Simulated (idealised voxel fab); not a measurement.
process module | voxel transistor to metal
cross-section cut | 205 nm wide | cells 5 nm
A cross-section is a grid of square cells, given in bands from the top down. A band is one or more rows of cells.
Each band's line starts with the height of the band's top and of its bottom, in nm. Then come its materials from left to right, each with its width in nm. One material with "throughout" fills the band from edge to edge. "air" is empty space.
Height 0 is the level under which the wafer as received is all one material. The lowest band goes on downwards, as in "0 down".
A width such as "30 to 40" changes by the same amount from each row of cells to the next, from the band's top row to its bottom row.
"no change" after a step means that no cell of the cross-section changed.
closed voids: empty space of 8 cells or more with no open way to the top, each as width x height at its distance from the left edge, in nm
after a step's settings: what the simulator itself notes on the step
overlay nm, on a step with a mask: how far to the right of its planned place the mask lay; to the left if negative
plan
1 op RECEIVE | material Si
2 op CONFORMAL_DEP | material SiO2 | thk nm 5
3 op CONFORMAL_DEP | material SiN | thk nm 15
4 op MASKED_ETCH | tone cover | mask id ACTIVE | width nm 115 | etch materials SiN | depth nm 15 | overlay nm 0
5 op MASKED_ETCH | tone cover | mask id ACTIVE | width nm 115 | etch materials SiO2 | depth nm 5 | overlay nm 0
6 op MASKED_ETCH | tone cover | mask id ACTIVE | width nm 115 | etch materials Si | depth nm 30 | overlay nm 0
7 op OXIDIZE | depth nm 5
8 op FILL_DEP | material SiO2 | thk nm 15
9 op CMP | height nm 20
10 op SELECTIVE_ETCH | etch materials SiO2 | depth nm 5
11 op STRIP | etch materials SiN
12 op SELECTIVE_ETCH | etch materials SiO2 | depth nm 5
13 op OXIDIZE | depth nm 5
14 op DIRECTIONAL_DEP | material polySi | thk nm 30
15 op DIRECTIONAL_DEP | material SiCN | thk nm 10
16 op MASKED_ETCH | tone cover | mask id GATE | width nm 25 | etch materials SiCN | depth nm 20 | overlay nm 0
17 op MASKED_ETCH | tone cover | mask id GATE | width nm 25 | etch materials polySi | depth nm 40 | overlay nm 0
18 op CONFORMAL_DEP | material SiN | thk nm 10
19 op DIRECTIONAL_ETCH | etch materials SiN | depth nm 10
20 op DIRECTIONAL_ETCH | etch materials SiO2 | depth nm 5
21 op DIRECTIONAL_ETCH | etch materials Si | depth nm 5
22 op EPI | material SiGe | thk nm 5
23 op FILL_DEP | material SiO2 | thk nm 5
24 op CMP | height nm 40
25 op DIRECTIONAL_DEP | material SiO2 | thk nm 15
26 op DIRECTIONAL_DEP | material aC | thk nm 10
27 op PATTERN | tone open | mask id CONTACT | material resist | width nm 20 | pitch nm 85 | thk nm 30 | overlay nm 0
28 op DIRECTIONAL_ETCH | etch materials aC | depth nm 10
29 op STRIP | etch materials resist
30 op DIRECTIONAL_ETCH | etch materials SiO2 | depth nm 60
31 op STRIP | etch materials aC
32 op CONFORMAL_DEP | material TiN | thk nm 5
33 op FILL_DEP | material W | thk nm 5
34 op CMP | height nm 55
35 op DIRECTIONAL_DEP | material TiN | thk nm 5
36 op DIRECTIONAL_DEP | material W | thk nm 25
37 op MASKED_ETCH | tone cover | mask id METAL_1 | width nm 20 | pitch nm 85 | etch materials W | depth nm 25 | overlay nm 0
38 op MASKED_ETCH | tone cover | mask id METAL_1 | width nm 20 | pitch nm 85 | etch materials TiN | depth nm 5 | overlay nm 0
39 op FILL_DEP | material lowk | thk nm 10
40 op CMP | height nm 85
41 op CONFORMAL_DEP | material SiCN | thk nm 5
42 op DIRECTIONAL_DEP | material SiO2 | thk nm 25
43 op DIRECTIONAL_DEP | material aC | thk nm 15
44 op PATTERN | tone open | mask id METAL_2 | material resist | width nm 20 | pitch nm 85 | thk nm 30 | overlay nm 0
45 op DIRECTIONAL_ETCH | etch materials aC | depth nm 15
46 op STRIP | etch materials resist
47 op DIRECTIONAL_ETCH | etch materials SiO2 | depth nm 15
48 op STRIP | etch materials aC
49 op DIRECTIONAL_DEP | material aC | thk nm 15
50 op PATTERN | tone open | mask id METAL_2_HOLES | material resist | width nm 15 | pitch nm 85 | thk nm 30 | overlay nm 0
51 op DIRECTIONAL_ETCH | etch materials aC | depth nm 15
52 op STRIP | etch materials resist
53 op DIRECTIONAL_ETCH | etch materials SiO2 | depth nm 10
54 op DIRECTIONAL_ETCH | etch materials SiCN | depth nm 5
55 op STRIP | etch materials aC
56 op CONFORMAL_DEP | material TiN | thk nm 5
57 op FILL_DEP | material Ru | thk nm 10
58 op CMP | height nm 115
59 op CONFORMAL_DEP | material SiCN | thk nm 5
as received, after step 1
  0 down: Si throughout
  closed voids: none
a wafer at the end: this start, this plan, one mistake
  120 to 115: SiCN throughout
  115 to 105: SiO2 50 | TiN 5 | Ru 10 | TiN 5 | SiO2 65 | TiN 5 | Ru 10 | TiN 5 | SiO2 50
  105 to 100: SiO2 50 | TiN 5 | Ru 5 | TiN 10 | SiO2 65 | TiN 5 | Ru 5 | TiN 10 | SiO2 50
  100 to 90: SiO2 50 | TiN 5 | Ru 5 | TiN 5 | SiO2 70 | TiN 5 | Ru 5 | TiN 5 | SiO2 55
  90 to 85: SiCN 50 | TiN 15 | SiCN 70 | TiN 15 | SiCN 55
  85 to 60: lowk 50 | W 20 | lowk 65 | W 20 | lowk 50
  60 to 55: lowk 50 | TiN 20 | lowk 65 | TiN 20 | lowk 50
  55 to 40: SiO2 50 | TiN 5 | W 10 | TiN 5 | SiO2 65 | TiN 5 | W 10 | TiN 5 | SiO2 50
  40 to 10: SiO2 50 | TiN 5 | W 10 | TiN 5 | SiO2 10 | SiN 10 | polySi 25 | SiN 10 | SiO2 10 | TiN 5 | W 10 | TiN 5 | SiO2 50
  10 to 5: SiO2 40 | SiN 10 | TiN 5 | W 10 | TiN 5 | SiO2 65 | TiN 5 | W 10 | TiN 5 | SiN 10 | SiO2 40
  5 to 0: SiO2 40 | SiN 10 | TiN 20 | SiO2 65 | TiN 20 | SiN 10 | SiO2 40
  0 to -5: SiO2 35 | SiGe 5 | SiO2 10 | TiN 5 | Si 95 | TiN 5 | SiO2 10 | SiGe 5 | SiO2 35
  -5 to -10: SiGe 40 | Si 125 | SiGe 40
  -10 down: Si throughout
  closed voids: none
what went wrong: step 4 ran as: op MASKED_ETCH | tone open | mask id ACTIVE | width nm 115 | etch materials SiN | depth nm 15 | overlay nm 0
